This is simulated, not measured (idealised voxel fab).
Presented below is a process module, voxel released beams.
Section cut is 250 nm wide and gridded with 5 nm square cells.
For the purposes of this document, a cross-section shall be understood as a grid of square cells, specified as bands listed in top-to-bottom order, each band consisting of one or more rows of cells. Read a band's entry like this: the first values are the height of its top and the height of its bottom in nm, and what follows is the sequence of materials from left to right, each with its width in nm. Note that "empty" is empty space, and that a single material marked "edge to edge" reaches across the band from edge to edge. The level at which height equals 0 is the one under which the wafer, as it arrives, is entirely one material. No lower edge exists for the bottom band, which continues downward and is notated as in "z 0 and below". The width entry "30 to 40" should be interpreted row by row: the top row of cells in the band takes the first number, the bottom row takes the second number, and the change between adjacent rows is uniform throughout. Where a step carries "nothing different", the cross-section came out of it unchanged, cell for cell. Entry "Voids, sealed" = empty spaces >= 8 cells with no open way to the top; each as width x height at distance, distance from left edge, all nm. It should be noted that, on the line of a given step, the content following the step's settings is a remark produced by the simulator itself with respect to that step. "overlay nm" answers the question of how far to the right of plan the mask lay on a step that has a mask, and when it is negative the answer is to the left.
# Here's what the planned process steps look like
1) op RECEIVE | material Si
2) op CONFORMAL_DEP | material Al2O3 | thk nm 10
3) op DIRECTIONAL_DEP | material SiO2 | thk nm 15
4) op DIRECTIONAL_DEP | material aC | thk nm 15
5) op PATTERN | tone open | mask id ANCHOR | material resist | width nm 35 | thk nm 35 | overlay nm 0
6) op DIRECTIONAL_ETCH | etch materials aC | depth nm 15
7) op STRIP | etch materials resist
8) op DIRECTIONAL_ETCH | etch materials SiO2 | depth nm 15
9) op STRIP | etch materials aC
10) op CONFORMAL_DEP | material W | thk nm 10
11) op DIRECTIONAL_DEP | material aC | thk nm 10
12) op PATTERN | tone cover | mask id BEAM | material resist | width nm 95 | thk nm 25 | overlay nm 0
13) op DIRECTIONAL_ETCH | etch materials aC | depth nm 10
14) op STRIP | etch materials resist
15) op DIRECTIONAL_ETCH | etch materials W | depth nm 10
16) op STRIP | etch materials aC
17) op STRIP | etch materials SiO2
# This is the cross-section of the wafer as we received it, i.e. after step 1
> z 0 and below: Si edge to edge
> Voids, sealed: none
# End-of-module XS, first of two wafers, run as planned
> z 35 to 25: empty 75  W 15  empty 15  W 65  empty 80
> z 25 to 20: empty 80  W 10  empty 15  W 10  empty 135
> z 20 to 10: empty 80  W 35  empty 135
> z 10 to 0: Al2O3 edge to edge
> z 0 and below: Si edge to edge
> Voids, sealed: none
# End-of-module cross-section of the second wafer: identical starting point and process plan to the first, with one processing mistake
> z 35 to 25: empty 75  W 10  empty 25  W 60  empty 80
> z 25 to 20: empty 75  W 10  empty 25  W 10  empty 130
> z 20 to 10: empty 75  W 45  empty 130
> z 10 to 0: Al2O3 edge to edge
> z 0 and below: Si edge to edge
> Voids, sealed: none
Deviation from plan: step 5 was processed under conditions differing from the plan, specifically as op PATTERN | tone open | mask id ANCHOR | material resist | width nm 45 | thk nm 35 | overlay nm 0
Heads up: at the end the two wafers have identical cell counts per material, they're just laid out differently.
